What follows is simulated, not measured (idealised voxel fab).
Process module under the name voxel transistor to metal
For reference, the cross-section in this document is cut, with width 235 nm and square cells of 5 nm.
Cross-section format: a grid of square cells, given as bands from top to bottom; each band is one or more rows of cells.
Read a band's entry like this: the first values are the height of its top and the height of its bottom in nm, and what follows is the sequence of materials from left to right, each with its width in nm. Note that "air" is empty space, and that a single material marked "everywhere" reaches across the band from edge to edge.
A quick word on heights: they are counted from 0, and under that level the wafer as it came to us is one material throughout. The lowest band is different from the rest in having no bottom; it simply continues downward, written as in "0 down".
The expression "30 to 40" gives the width at the extremes of the band, the first number at its top row of cells and the second at its bottom row, with the width changing by equal amounts from each row to the next in between.
You'll sometimes find "remained unchanged" written for a step, and that's the way of saying that nowhere in the cross-section did a cell change during that step.
Heads up: "Fully closed voids" only lists the empty pockets with no open path to the top that are 8 cells or more, and it writes them as width x height at distance, distance from the left edge, in nm.
Heads up: the bit after the settings on a step's line is the simulator's remark on that step.
overlay nm: mask right of planned place by this much (step with mask). Neg. = left.
So the way this works: pairs, before and after one process step. The after picture only goes down to the lowest band that actually changed, nothing below. Step and its settings are under each pair. And watch out, pairs might come from different runs of this module, same starting wafer though, so a pair only follows on from the one above if its "Pre-step condition" entry tells you so.

Pre-step condition:
	45 to 40 = air 45, SiN 5, air 5, SiCN 15, air 5, SiN 5, air 70, SiN 5, air 5, SiCN 15, air 5, SiN 5, air 50
	40 to 25 = air 45, SiN 5, SiO2 5, SiCN 15, SiO2 5, SiN 5, air 70, SiN 5, SiO2 5, SiCN 15, SiO2 5, SiN 5, air 50
	25 to 20 = SiCN 15, air 5, SiN 5, air 20, SiN 5, SiO2 5, SiCN 15, SiO2 5, SiN 5, air 20, SiN 5, air 5, SiCN 10, air 5, SiN 5, air 20, SiN 5, SiO2 5, SiCN 15, SiO2 5, SiN 5, air 20, SiN 5, air 5, SiCN 20
	20 to 15 = polySi 15, SiCN 95, polySi 10, SiCN 95, polySi 20
	15 to 0 = polySi everywhere
	0 to -5 = SiO2 15, polySi 95, SiO2 10, polySi 95, SiO2 20
	-5 to -10 = SiO2 everywhere
	-10 to -40 = SiO2 25, Si 75, SiO2 30, Si 75, SiO2 30
	-40 down = Si everywhere
	Fully closed voids: none

Structure After Step:
	50 to 45 = SiO2 everywhere
	45 to 25 = SiO2 45, SiN 5, SiO2 5, SiCN 15, SiO2 5, SiN 5, SiO2 70, SiN 5, SiO2 5, SiCN 15, SiO2 5, SiN 5, SiO2 50
	25 to 20 = SiCN 15, SiO2 5, SiN 5, SiO2 20, SiN 5, SiO2 5, SiCN 15, SiO2 5, SiN 5, SiO2 20, SiN 5, SiO2 5, SiCN 10, SiO2 5, SiN 5, SiO2 20, SiN 5, SiO2 5, SiCN 15, SiO2 5, SiN 5, SiO2 20, SiN 5, SiO2 5, SiCN 20
	Lower than 20, everything is as it was.
	Fully closed voids: none
The structure shown above changes from one cross-section to the other through FILL_DEP [material SiO2] [thk nm 5]

Pre-step condition: it's just the after picture from the pair right above this one.

Structure After Step:
	30 to 25 = SiO2 45, SiN 5, SiO2 5, SiCN 15, SiO2 5, SiN 5, SiO2 70, SiN 5, SiO2 5, SiCN 15, SiO2 5, SiN 5, SiO2 50
	Lower than 25, everything is as it was.
	Fully closed voids: none
The structure shown above changes from one cross-section to the other through CMP [height nm 30]

Pre-step condition: it's just the after picture from the pair right above this one.

Structure After Step:
	40 to 30 = SiO2 everywhere
	Lower than 30, everything is as it was.
	Fully closed voids: none
The structure shown above changes from one cross-section to the other through DIRECTIONAL_DEP [material SiO2] [thk nm 10]

Pre-step condition: it's just the after picture from the pair right above this one.

Structure After Step:
	55 to 40 = resist 25, air 15, resist 45, air 15, resist 30, air 15, resist 45, air 15, resist 30
	Lower than 40, everything is as it was.
	Fully closed voids: none
The structure shown above changes from one cross-section to the other through PATTERN [tone open] [mask id CONTACT] [material resist] [width nm 15] [thk nm 15] [overlay nm 0]

Pre-step condition: it's just the after picture from the pair right above this one.

Structure After Step:
	55 to 40 = resist 25, air 15, resist 45, air 15, resist 30, air 15, resist 45, air 15, resist 30
	40 to 30 = SiO2 25, air 15, SiO2 45, air 15, SiO2 30, air 15, SiO2 45, air 15, SiO2 30
	30 to 25 = SiO2 25, air 15, SiO2 5, SiN 5, SiO2 5, SiCN 15, SiO2 5, SiN 5, SiO2 5, air 15, SiO2 30, air 15, SiO2 5, SiN 5, SiO2 5, SiCN 15, SiO2 5, SiN 5, SiO2 5, air 15, SiO2 30
	25 to 20 = SiCN 15, SiO2 5, SiN 5, air 15, SiO2 5, SiN 5, SiO2 5, SiCN 15, SiO2 5, SiN 5, SiO2 5, air 15, SiN 5, SiO2 5, SiCN 10, SiO2 5, SiN 5, air 15, SiO2 5, SiN 5, SiO2 5, SiCN 15, SiO2 5, SiN 5, SiO2 5, air 15, SiN 5, SiO2 5, SiCN 20
	Lower than 20, everything is as it was.
	Fully closed voids: none
The structure shown above changes from one cross-section to the other through DIRECTIONAL_ETCH [etch materials SiO2] [depth nm 50]

Pre-step condition: it's just the after picture from the pair right above this one.

Structure After Step:
	40 to 30 = SiO2 25, air 15, SiO2 45, air 15, SiO2 30, air 15, SiO2 45, air 15, SiO2 30
	Lower than 30, everything is as it was.
	Fully closed voids: none
The structure shown above changes from one cross-section to the other through STRIP [etch materials resist]

Pre-step condition: it's just the after picture from the pair right above this one.

Structure After Step:
	45 to 40 = TiN 30, air 5, TiN 55, air 5, TiN 40, air 5, TiN 55, air 5, TiN 35
	40 to 30 = SiO2 25, TiN 5, air 5, TiN 5, SiO2 45, TiN 5, air 5, TiN 5, SiO2 30, TiN 5, air 5, TiN 5, SiO2 45, TiN 5, air 5, TiN 5, SiO2 30
	30 to 25 = SiO2 25, TiN 5, air 5, TiN 5, SiO2 5, SiN 5, SiO2 5, SiCN 15, SiO2 5, SiN 5, SiO2 5, TiN 5, air 5, TiN 5, SiO2 30, TiN 5, air 5, TiN 5, SiO2 5, SiN 5, SiO2 5, SiCN 15, SiO2 5, SiN 5, SiO2 5, TiN 5, air 5, TiN 5, SiO2 30
	25 to 20 = SiCN 15, SiO2 5, SiN 5, TiN 15, SiO2 5, SiN 5, SiO2 5, SiCN 15, SiO2 5, SiN 5, SiO2 5, TiN 15, SiN 5, SiO2 5, SiCN 10, SiO2 5, SiN 5, TiN 15, SiO2 5, SiN 5, SiO2 5, SiCN 15, SiO2 5, SiN 5, SiO2 5, TiN 15, SiN 5, SiO2 5, SiCN 20
	Lower than 20, everything is as it was.
	Fully closed voids: none
The structure shown above changes from one cross-section to the other through CONFORMAL_DEP [material TiN] [thk nm 5]

Pre-step condition: it's just the after picture from the pair right above this one.

Structure After Step:
	55 to 45 = W everywhere
	45 to 40 = TiN 30, W 5, TiN 55, W 5, TiN 40, W 5, TiN 55, W 5, TiN 35
	40 to 30 = SiO2 25, TiN 5, W 5, TiN 5, SiO2 45, TiN 5, W 5, TiN 5, SiO2 30, TiN 5, W 5, TiN 5, SiO2 45, TiN 5, W 5, TiN 5, SiO2 30
	30 to 25 = SiO2 25, TiN 5, W 5, TiN 5, SiO2 5, SiN 5, SiO2 5, SiCN 15, SiO2 5, SiN 5, SiO2 5, TiN 5, W 5, TiN 5, SiO2 30, TiN 5, W 5, TiN 5, SiO2 5, SiN 5, SiO2 5, SiCN 15, SiO2 5, SiN 5, SiO2 5, TiN 5, W 5, TiN 5, SiO2 30
	Lower than 25, everything is as it was.
	Fully closed voids: none
The structure shown above changes from one cross-section to the other through FILL_DEP [material W] [thk nm 10]

Pre-step condition: it's just the after picture from the pair right above this one.

Structure After Step:
	40 to 30 = SiO2 25, TiN 5, W 5, TiN 5, SiO2 45, TiN 5, W 5, TiN 5, SiO2 30, TiN 5, W 5, TiN 5, SiO2 45, TiN 5, W 5, TiN 5, SiO2 30
	Lower than 30, everything is as it was.
	Fully closed voids: none
The structure shown above changes from one cross-section to the other through CMP [height nm 40]

Pre-step condition: it's just the after picture from the pair right above this one.

Structure After Step:
	45 to 40 = TiN everywhere
	Lower than 40, everything is as it was.
	Fully closed voids: none
The structure shown above changes from one cross-section to the other through DIRECTIONAL_DEP [material TiN] [thk nm 5]

Pre-step condition: it's just the after picture from the pair right above this one.

Structure After Step:
	70 to 45 = W everywhere
	Lower than 45, everything is as it was.
	Fully closed voids: none
The structure shown above changes from one cross-section to the other through DIRECTIONAL_DEP [material W] [thk nm 25]

Pre-step condition: it's just the after picture from the pair right above this one.

Structure After Step:
	70 to 45 = air 25, W 15, air 45, W 15, air 30, W 15, air 45, W 15, air 30
	Lower than 45, everything is as it was.
	Fully closed voids: none
The structure shown above changes from one cross-section to the other through MASKED_ETCH [tone cover] [mask id METAL_1] [width nm 15] [etch materials W] [depth nm 25] [overlay nm 0]

Pre-step condition: it's just the after picture from the pair right above this one.

Structure After Step:
	70 to 45 = air 25, W 15, air 45, W 15, air 30, W 15, air 45, W 15, air 30
	45 to 40 = air 25, TiN 15, air 45, TiN 15, air 30, TiN 15, air 45, TiN 15, air 30
	Lower than 40, everything is as it was.
	Fully closed voids: none
The structure shown above changes from one cross-section to the other through MASKED_ETCH [tone cover] [mask id METAL_1] [width nm 15] [etch materials TiN] [depth nm 5] [overlay nm 0]

Pre-step condition: it's just the after picture from the pair right above this one.

Structure After Step:
	80 to 70 = SiO2 everywhere
	70 to 45 = SiO2 25, W 15, SiO2 45, W 15, SiO2 30, W 15, SiO2 45, W 15, SiO2 30
	45 to 40 = SiO2 25, TiN 15, SiO2 45, TiN 15, SiO2 30, TiN 15, SiO2 45, TiN 15, SiO2 30
	Lower than 40, everything is as it was.
	Fully closed voids: none
The structure shown above changes from one cross-section to the other through FILL_DEP [material SiO2] [thk nm 10]

Pre-step condition: it's just the after picture from the pair right above this one.

Structure After Step:
	70 to 45 = SiO2 25, W 15, SiO2 45, W 15, SiO2 30, W 15, SiO2 45, W 15, SiO2 30
	Lower than 45, everything is as it was.
	Fully closed voids: none
The structure shown above changes from one cross-section to the other through CMP [height nm 70]

Pre-step condition: it's just the after picture from the pair right above this one.

Structure After Step:
	75 to 70 = SiCN everywhere
	Lower than 70, everything is as it was.
	Fully closed voids: none
The structure shown above changes from one cross-section to the other through CONFORMAL_DEP [material SiCN] [thk nm 5]

Pre-step condition: it's just the after picture from the pair right above this one.

Structure After Step:
	105 to 75 = SiO2 everywhere
	Lower than 75, everything is as it was.
	Fully closed voids: none
The structure shown above changes from one cross-section to the other through DIRECTIONAL_DEP [material SiO2] [thk nm 30]

Pre-step condition: it's just the after picture from the pair right above this one.

Structure After Step:
	120 to 105 = resist 25, air 15, resist 90, air 15, resist 90
	Lower than 105, everything is as it was.
	Fully closed voids: none
The structure shown above changes from one cross-section to the other through PATTERN [tone open] [mask id METAL_2] [material resist] [width nm 15] [pitch nm 105] [thk nm 15] [overlay nm 0]

Pre-step condition: it's just the after picture from the pair right above this one.

Structure After Step:
	120 to 105 = resist 25, air 15, resist 90, air 15, resist 90
	105 to 90 = SiO2 25, air 15, SiO2 90, air 15, SiO2 90
	Lower than 90, everything is as it was.
	Fully closed voids: none
The structure shown above changes from one cross-section to the other through DIRECTIONAL_ETCH [etch materials SiO2] [depth nm 15]

Pre-step condition: it's just the after picture from the pair right above this one.

Structure After Step:
	105 to 90 = SiO2 25, air 15, SiO2 90, air 15, SiO2 90
	Lower than 90, everything is as it was.
	Fully closed voids: none
The structure shown above changes from one cross-section to the other through STRIP [etch materials resist]

Pre-step condition: it's just the after picture from the pair right above this one.

Structure After Step:
	125 to 105 = resist 25, air 15, resist 90, air 15, resist 90
	Lower than 105, everything is as it was.
	Fully closed voids: none
The structure shown above changes from one cross-section to the other through PATTERN [tone open] [mask id METAL_2_HOLES] [material resist] [width nm 15] [pitch nm 105] [thk nm 20] [overlay nm 0]

Pre-step condition: it's just the after picture from the pair right above this one.

Structure After Step:
	125 to 105 = resist 25, air 15, resist 90, air 15, resist 90
	105 to 75 = SiO2 25, air 15, SiO2 90, air 15, SiO2 90
	Lower than 75, everything is as it was.
	Fully closed voids: none
The structure shown above changes from one cross-section to the other through DIRECTIONAL_ETCH [etch materials SiO2] [depth nm 15]

Pre-step condition: it's just the after picture from the pair right above this one.

Structure After Step:
	125 to 105 = resist 25, air 15, resist 90, air 15, resist 90
	105 to 75 = SiO2 25, air 15, SiO2 90, air 15, SiO2 90
	75 to 70 = SiCN 25, air 15, SiCN 90, air 15, SiCN 90
	Lower than 70, everything is as it was.
	Fully closed voids: none
The structure shown above changes from one cross-section to the other through DIRECTIONAL_ETCH [etch materials SiCN] [depth nm 5]

Pre-step condition: it's just the after picture from the pair right above this one.

Structure After Step:
	105 to 75 = SiO2 25, air 15, SiO2 90, air 15, SiO2 90
	Lower than 75, everything is as it was.
	Fully closed voids: none
The structure shown above changes from one cross-section to the other through STRIP [etch materials resist]

Pre-step condition: it's just the after picture from the pair right above this one.

Structure After Step:
	110 to 105 = TiN 30, air 5, TiN 100, air 5, TiN 95
	105 to 75 = SiO2 25, TiN 5, air 5, TiN 5, SiO2 90, TiN 5, air 5, TiN 5, SiO2 90
	75 to 70 = SiCN 25, TiN 15, SiCN 90, TiN 15, SiCN 90
	Lower than 70, everything is as it was.
	Fully closed voids: none
The structure shown above changes from one cross-section to the other through CONFORMAL_DEP [material TiN] [thk nm 5]

Pre-step condition: it's just the after picture from the pair right above this one.

Structure After Step:
	115 to 110 = Ru everywhere
	110 to 105 = TiN 30, Ru 5, TiN 100, Ru 5, TiN 95
	105 to 75 = SiO2 25, TiN 5, Ru 5, TiN 5, SiO2 90, TiN 5, Ru 5, TiN 5, SiO2 90
	Lower than 75, everything is as it was.
	Fully closed voids: none
The structure shown above changes from one cross-section to the other through FILL_DEP [material Ru] [thk nm 5]

Pre-step condition: it's just the after picture from the pair right above this one.

Structure After Step:
	105 to 75 = SiO2 25, TiN 5, Ru 5, TiN 5, SiO2 90, TiN 5, Ru 5, TiN 5, SiO2 90
	Lower than 75, everything is as it was.
	Fully closed voids: none
The structure shown above changes from one cross-section to the other through CMP [height nm 105]

Pre-step condition: it's just the after picture from the pair right above this one.

Structure After Step:
	110 to 105 = SiCN everywhere
	Lower than 105, everything is as it was.
	Fully closed voids: none
The structure shown above changes from one cross-section to the other through CONFORMAL_DEP [material SiCN] [thk nm 5]

Pre-step condition:
	40 to 30 = SiO2 25, TiN 5, W 5, TiN 5, SiO2 45, TiN 5, W 5, TiN 5, SiO2 30, TiN 5, W 5, TiN 5, SiO2 45, TiN 5, W 5, TiN 5, SiO2 30
	30 to 15 = SiO2 25, TiN 5, W 5, TiN 5, SiO2 5, SiN 5, SiO2 5, SiCN 15, SiO2 5, SiN 5, SiO2 5, TiN 5, W 5, TiN 5, SiO2 30, TiN 5, W 5, TiN 5, SiO2 5, SiN 5, SiO2 5, SiCN 15, SiO2 5, SiN 5, SiO2 5, TiN 5, W 5, TiN 5, SiO2 30
	15 to 0 = SiO2 25, TiN 5, W 5, TiN 5, SiO2 5, SiN 5, SiO2 5, polySi 15, SiO2 5, SiN 5, SiO2 5, TiN 5, W 5, TiN 5, SiO2 30, TiN 5, W 5, TiN 5, SiO2 5, SiN 5, SiO2 5, polySi 15, SiO2 5, SiN 5, SiO2 5, TiN 5, W 5, TiN 5, SiO2 30
	0 to -5 = SiO2 20, SiN 5, TiN 5, W 5, TiN 5, SiO2 5, SiN 5, SiO2 5, polySi 15, SiO2 5, SiN 5, SiO2 5, TiN 5, W 5, TiN 5, SiN 5, SiO2 20, SiN 5, TiN 5, W 5, TiN 5, SiO2 5, SiN 5, SiO2 5, polySi 15, SiO2 5, SiN 5, SiO2 5, TiN 5, W 5, TiN 5, SiN 5, SiO2 25
	-5 to -10 = SiO2 25, TiN 15, SiGe 5, SiO2 35, SiGe 5, TiN 15, SiO2 30, TiN 15, SiGe 5, SiO2 35, SiGe 5, TiN 15, SiO2 30
	-10 to -15 = SiO2 25, SiGe 20, Si 35, SiGe 20, SiO2 30, SiGe 20, Si 35, SiGe 20, SiO2 30
	-15 to -40 = SiO2 25, Si 75, SiO2 30, Si 75, SiO2 30
	-40 down = Si everywhere
	Fully closed voids: none

Structure After Step:
	65 to 40 = W everywhere
	Lower than 40, everything is as it was.
	Fully closed voids: none
The structure shown above changes from one cross-section to the other through DIRECTIONAL_DEP [material W] [thk nm 25]

Pre-step condition: it's just the after picture from the pair right above this one.

Structure After Step:
	70 to 65 = TiN everywhere
	Lower than 65, everything is as it was.
	Fully closed voids: none
The structure shown above changes from one cross-section to the other through DIRECTIONAL_DEP [material TiN] [thk nm 5]

Pre-step condition: it's just the after picture from the pair right above this one.

Structure After Step:
	70 to 65 = air 25, TiN 15, air 45, TiN 15, air 30, TiN 15, air 45, TiN 15, air 30
	Lower than 65, everything is as it was.
	Fully closed voids: none
The structure shown above changes from one cross-section to the other through MASKED_ETCH [tone cover] [mask id METAL_1] [width nm 15] [etch materials TiN] [depth nm 5] [overlay nm 0]

Pre-step condition: it's just the after picture from the pair right above this one.

Structure After Step:
	80 to 70 = SiO2 everywhere
	70 to 65 = SiO2 25, TiN 15, SiO2 45, TiN 15, SiO2 30, TiN 15, SiO2 45, TiN 15, SiO2 30
	Lower than 65, everything is as it was.
	Fully closed voids: none
The structure shown above changes from one cross-section to the other through FILL_DEP [material SiO2] [thk nm 10]

Pre-step condition: it's just the after picture from the pair right above this one.

Structure After Step:
	70 to 65 = SiO2 25, TiN 15, SiO2 45, TiN 15, SiO2 30, TiN 15, SiO2 45, TiN 15, SiO2 30
	Lower than 65, everything is as it was.
	Fully closed voids: none
The structure shown above changes from one cross-section to the other through CMP [height nm 70]

Pre-step condition: it's just the after picture from the pair right above this one.

Structure After Step:
	75 to 70 = SiCN everywhere
	Lower than 70, everything is as it was.
	Fully closed voids: none
The structure shown above changes from one cross-section to the other through CONFORMAL_DEP [material SiCN] [thk nm 5]

Pre-step condition: it's just the after picture from the pair right above this one.

Structure After Step:
	105 to 75 = SiO2 everywhere
	Lower than 75, everything is as it was.
	Fully closed voids: none
The structure shown above changes from one cross-section to the other through DIRECTIONAL_DEP [material SiO2] [thk nm 30]

Pre-step condition: it's just the after picture from the pair right above this one.

Structure After Step:
	120 to 105 = resist 25, air 15, resist 90, air 15, resist 90
	Lower than 105, everything is as it was.
	Fully closed voids: none
The structure shown above changes from one cross-section to the other through PATTERN [tone open] [mask id METAL_2] [material resist] [width nm 15] [pitch nm 105] [thk nm 15] [overlay nm 0]

Pre-step condition: it's just the after picture from the pair right above this one.

Structure After Step:
	120 to 105 = resist 25, air 15, resist 90, air 15, resist 90
	105 to 90 = SiO2 25, air 15, SiO2 90, air 15, SiO2 90
	Lower than 90, everything is as it was.
	Fully closed voids: none
The structure shown above changes from one cross-section to the other through DIRECTIONAL_ETCH [etch materials SiO2] [depth nm 15]

Pre-step condition: it's just the after picture from the pair right above this one.

Structure After Step:
	105 to 90 = SiO2 25, air 15, SiO2 90, air 15, SiO2 90
	Lower than 90, everything is as it was.
	Fully closed voids: none
The structure shown above changes from one cross-section to the other through STRIP [etch materials resist]

Pre-step condition: it's just the after picture from the pair right above this one.

Structure After Step:
	125 to 105 = resist 25, air 15, resist 90, air 15, resist 90
	Lower than 105, everything is as it was.
	Fully closed voids: none
The structure shown above changes from one cross-section to the other through PATTERN [tone open] [mask id METAL_2_HOLES] [material resist] [width nm 15] [pitch nm 105] [thk nm 20] [overlay nm 0]

Pre-step condition: it's just the after picture from the pair right above this one.

Structure After Step:
	125 to 105 = resist 25, air 15, resist 90, air 15, resist 90
	105 to 75 = SiO2 25, air 15, SiO2 90, air 15, SiO2 90
	Lower than 75, everything is as it was.
	Fully closed voids: none
The structure shown above changes from one cross-section to the other through DIRECTIONAL_ETCH [etch materials SiO2] [depth nm 15]

Pre-step condition: it's just the after picture from the pair right above this one.

Structure After Step:
	125 to 105 = resist 25, air 15, resist 90, air 15, resist 90
	105 to 75 = SiO2 25, air 15, SiO2 90, air 15, SiO2 90
	75 to 70 = SiCN 25, air 15, SiCN 90, air 15, SiCN 90
	Lower than 70, everything is as it was.
	Fully closed voids: none
The structure shown above changes from one cross-section to the other through DIRECTIONAL_ETCH [etch materials SiCN] [depth nm 5]

Pre-step condition: it's just the after picture from the pair right above this one.

Structure After Step:
	105 to 75 = SiO2 25, air 15, SiO2 90, air 15, SiO2 90
	Lower than 75, everything is as it was.
	Fully closed voids: none
The structure shown above changes from one cross-section to the other through STRIP [etch materials resist]

Pre-step condition: it's just the after picture from the pair right above this one.

Structure After Step:
	110 to 105 = TiN 30, air 5, TiN 100, air 5, TiN 95
	105 to 75 = SiO2 25, TiN 5, air 5, TiN 5, SiO2 90, TiN 5, air 5, TiN 5, SiO2 90
	75 to 70 = SiCN 25, TiN 15, SiCN 90, TiN 15, SiCN 90
	Lower than 70, everything is as it was.
	Fully closed voids: none
The structure shown above changes from one cross-section to the other through CONFORMAL_DEP [material TiN] [thk nm 5]

Pre-step condition: it's just the after picture from the pair right above this one.

Structure After Step:
	115 to 110 = Ru everywhere
	110 to 105 = TiN 30, Ru 5, TiN 100, Ru 5, TiN 95
	105 to 75 = SiO2 25, TiN 5, Ru 5, TiN 5, SiO2 90, TiN 5, Ru 5, TiN 5, SiO2 90
	Lower than 75, everything is as it was.
	Fully closed voids: none
The structure shown above changes from one cross-section to the other through FILL_DEP [material Ru] [thk nm 5]

Pre-step condition: it's just the after picture from the pair right above this one.

Structure After Step:
	105 to 75 = SiO2 25, TiN 5, Ru 5, TiN 5, SiO2 90, TiN 5, Ru 5, TiN 5, SiO2 90
	Lower than 75, everything is as it was.
	Fully closed voids: none
The structure shown above changes from one cross-section to the other through CMP [height nm 105]

Pre-step condition: it's just the after picture from the pair right above this one.

Structure After Step:
	110 to 105 = SiCN everywhere
	Lower than 105, everything is as it was.
	Fully closed voids: none
The structure shown above changes from one cross-section to the other through CONFORMAL_DEP [material SiCN] [thk nm 5]

Pre-step condition:
	45 to 40 = TiN everywhere
	40 to 30 = SiO2 25, TiN 5, W 5, TiN 5, SiO2 45, TiN 5, W 5, TiN 5, SiO2 30, TiN 5, W 5, TiN 5, SiO2 45, TiN 5, W 5, TiN 5, SiO2 30
	30 to 15 = SiO2 25, TiN 5, W 5, TiN 5, SiO2 5, SiN 5, SiO2 5, SiCN 15, SiO2 5, SiN 5, SiO2 5, TiN 5, W 5, TiN 5, SiO2 30, TiN 5, W 5, TiN 5, SiO2 5, SiN 5, SiO2 5, SiCN 15, SiO2 5, SiN 5, SiO2 5, TiN 5, W 5, TiN 5, SiO2 30
	15 to 0 = SiO2 25, TiN 5, W 5, TiN 5, SiO2 5, SiN 5, SiO2 5, polySi 15, SiO2 5, SiN 5, SiO2 5, TiN 5, W 5, TiN 5, SiO2 30, TiN 5, W 5, TiN 5, SiO2 5, SiN 5, SiO2 5, polySi 15, SiO2 5, SiN 5, SiO2 5, TiN 5, W 5, TiN 5, SiO2 30
	0 to -5 = SiO2 20, SiN 5, TiN 5, W 5, TiN 5, SiO2 5, SiN 5, SiO2 5, polySi 15, SiO2 5, SiN 5, SiO2 5, TiN 5, W 5, TiN 5, SiN 5, SiO2 20, SiN 5, TiN 5, W 5, TiN 5, SiO2 5, SiN 5, SiO2 5, polySi 15, SiO2 5, SiN 5, SiO2 5, TiN 5, W 5, TiN 5, SiN 5, SiO2 25
	-5 to -10 = SiO2 25, TiN 15, SiGe 5, SiO2 35, SiGe 5, TiN 15, SiO2 30, TiN 15, SiGe 5, SiO2 35, SiGe 5, TiN 15, SiO2 30
	-10 to -15 = SiO2 25, SiGe 20, Si 35, SiGe 20, SiO2 30, SiGe 20, Si 35, SiGe 20, SiO2 30
	-15 to -40 = SiO2 25, Si 75, SiO2 30, Si 75, SiO2 30
	-40 down = Si everywhere
	Fully closed voids: none

Structure After Step:
	65 to 45 = W everywhere
	Lower than 45, everything is as it was.
	Fully closed voids: none
The structure shown above changes from one cross-section to the other through DIRECTIONAL_DEP [material W] [thk nm 20]

Pre-step condition: it's just the after picture from the pair right above this one.

Structure After Step:
	65 to 45 = air 25, W 15, air 45, W 15, air 30, W 15, air 45, W 15, air 30
	Lower than 45, everything is as it was.
	Fully closed voids: none
The structure shown above changes from one cross-section to the other through MASKED_ETCH [tone cover] [mask id METAL_1] [width nm 15] [etch materials W] [depth nm 25] [overlay nm 0]

Pre-step condition: it's just the after picture from the pair right above this one.

Structure After Step:
	65 to 45 = air 25, W 15, air 45, W 15, air 30, W 15, air 45, W 15, air 30
	45 to 40 = air 25, TiN 15, air 45, TiN 15, air 30, TiN 15, air 45, TiN 15, air 30
	Lower than 40, everything is as it was.
	Fully closed voids: none
The structure shown above changes from one cross-section to the other through MASKED_ETCH [tone cover] [mask id METAL_1] [width nm 15] [etch materials TiN] [depth nm 5] [overlay nm 0]

Pre-step condition: it's just the after picture from the pair right above this one.

Structure After Step:
	75 to 65 = SiO2 everywhere
	65 to 45 = SiO2 25, W 15, SiO2 45, W 15, SiO2 30, W 15, SiO2 45, W 15, SiO2 30
	45 to 40 = SiO2 25, TiN 15, SiO2 45, TiN 15, SiO2 30, TiN 15, SiO2 45, TiN 15, SiO2 30
	Lower than 40, everything is as it was.
	Fully closed voids: none
The structure shown above changes from one cross-section to the other through FILL_DEP [material SiO2] [thk nm 10]

Pre-step condition: it's just the after picture from the pair right above this one.

Structure After Step:
	70 to 65 = SiO2 everywhere
	Lower than 65, everything is as it was.
	Fully closed voids: none
The structure shown above changes from one cross-section to the other through CMP [height nm 70]

Pre-step condition: it's just the after picture from the pair right above this one.

Structure After Step:
	75 to 70 = SiCN everywhere
	Lower than 70, everything is as it was.
	Fully closed voids: none
The structure shown above changes from one cross-section to the other through CONFORMAL_DEP [material SiCN] [thk nm 5]

Pre-step condition: it's just the after picture from the pair right above this one.

Structure After Step:
	105 to 75 = SiO2 everywhere
	Lower than 75, everything is as it was.
	Fully closed voids: none
The structure shown above changes from one cross-section to the other through DIRECTIONAL_DEP [material SiO2] [thk nm 30]

Pre-step condition: it's just the after picture from the pair right above this one.

Structure After Step:
	120 to 105 = resist 25, air 15, resist 90, air 15, resist 90
	Lower than 105, everything is as it was.
	Fully closed voids: none
The structure shown above changes from one cross-section to the other through PATTERN [tone open] [mask id METAL_2] [material resist] [width nm 15] [pitch nm 105] [thk nm 15] [overlay nm 0]

Pre-step condition: it's just the after picture from the pair right above this one.

Structure After Step:
	120 to 105 = resist 25, air 15, resist 90, air 15, resist 90
	105 to 90 = SiO2 25, air 15, SiO2 90, air 15, SiO2 90
	Lower than 90, everything is as it was.
	Fully closed voids: none
The structure shown above changes from one cross-section to the other through DIRECTIONAL_ETCH [etch materials SiO2] [depth nm 15]

Pre-step condition: it's just the after picture from the pair right above this one.

Structure After Step:
	105 to 90 = SiO2 25, air 15, SiO2 90, air 15, SiO2 90
	Lower than 90, everything is as it was.
	Fully closed voids: none
The structure shown above changes from one cross-section to the other through STRIP [etch materials resist]

Pre-step condition: it's just the after picture from the pair right above this one.

Structure After Step:
	125 to 105 = resist 25, air 15, resist 90, air 15, resist 90
	Lower than 105, everything is as it was.
	Fully closed voids: none
The structure shown above changes from one cross-section to the other through PATTERN [tone open] [mask id METAL_2_HOLES] [material resist] [width nm 15] [pitch nm 105] [thk nm 20] [overlay nm 0]

Pre-step condition: it's just the after picture from the pair right above this one.

Structure After Step:
	125 to 105 = resist 25, air 15, resist 90, air 15, resist 90
	105 to 75 = SiO2 25, air 15, SiO2 90, air 15, SiO2 90
	Lower than 75, everything is as it was.
	Fully closed voids: none
The structure shown above changes from one cross-section to the other through DIRECTIONAL_ETCH [etch materials SiO2] [depth nm 15]

Pre-step condition: it's just the after picture from the pair right above this one.

Structure After Step:
	125 to 105 = resist 25, air 15, resist 90, air 15, resist 90
	105 to 75 = SiO2 25, air 15, SiO2 90, air 15, SiO2 90
	75 to 70 = SiCN 25, air 15, SiCN 90, air 15, SiCN 90
	Lower than 70, everything is as it was.
	Fully closed voids: none
The structure shown above changes from one cross-section to the other through DIRECTIONAL_ETCH [etch materials SiCN] [depth nm 5]

Pre-step condition: it's just the after picture from the pair right above this one.

Structure After Step:
	105 to 75 = SiO2 25, air 15, SiO2 90, air 15, SiO2 90
	Lower than 75, everything is as it was.
	Fully closed voids: none
The structure shown above changes from one cross-section to the other through STRIP [etch materials resist]

Pre-step condition: it's just the after picture from the pair right above this one.

Structure After Step:
	110 to 105 = TiN 30, air 5, TiN 100, air 5, TiN 95
	105 to 75 = SiO2 25, TiN 5, air 5, TiN 5, SiO2 90, TiN 5, air 5, TiN 5, SiO2 90
	75 to 70 = SiCN 25, TiN 15, SiCN 90, TiN 15, SiCN 90
	Lower than 70, everything is as it was.
	Fully closed voids: none
The structure shown above changes from one cross-section to the other through CONFORMAL_DEP [material TiN] [thk nm 5]

Pre-step condition: it's just the after picture from the pair right above this one.

Structure After Step:
	115 to 110 = Ru everywhere
	110 to 105 = TiN 30, Ru 5, TiN 100, Ru 5, TiN 95
	105 to 75 = SiO2 25, TiN 5, Ru 5, TiN 5, SiO2 90, TiN 5, Ru 5, TiN 5, SiO2 90
	Lower than 75, everything is as it was.
	Fully closed voids: none
The structure shown above changes from one cross-section to the other through FILL_DEP [material Ru] [thk nm 5]

Pre-step condition: it's just the after picture from the pair right above this one.

Structure After Step:
	105 to 75 = SiO2 25, TiN 5, Ru 5, TiN 5, SiO2 90, TiN 5, Ru 5, TiN 5, SiO2 90
	Lower than 75, everything is as it was.
	Fully closed voids: none
The structure shown above changes from one cross-section to the other through CMP [height nm 105]

Pre-step condition: it's just the after picture from the pair right above this one.

Structure After Step:
	110 to 105 = SiCN everywhere
	Lower than 105, everything is as it was.
	Fully closed voids: none
The structure shown above changes from one cross-section to the other through CONFORMAL_DEP [material SiCN] [thk nm 5]
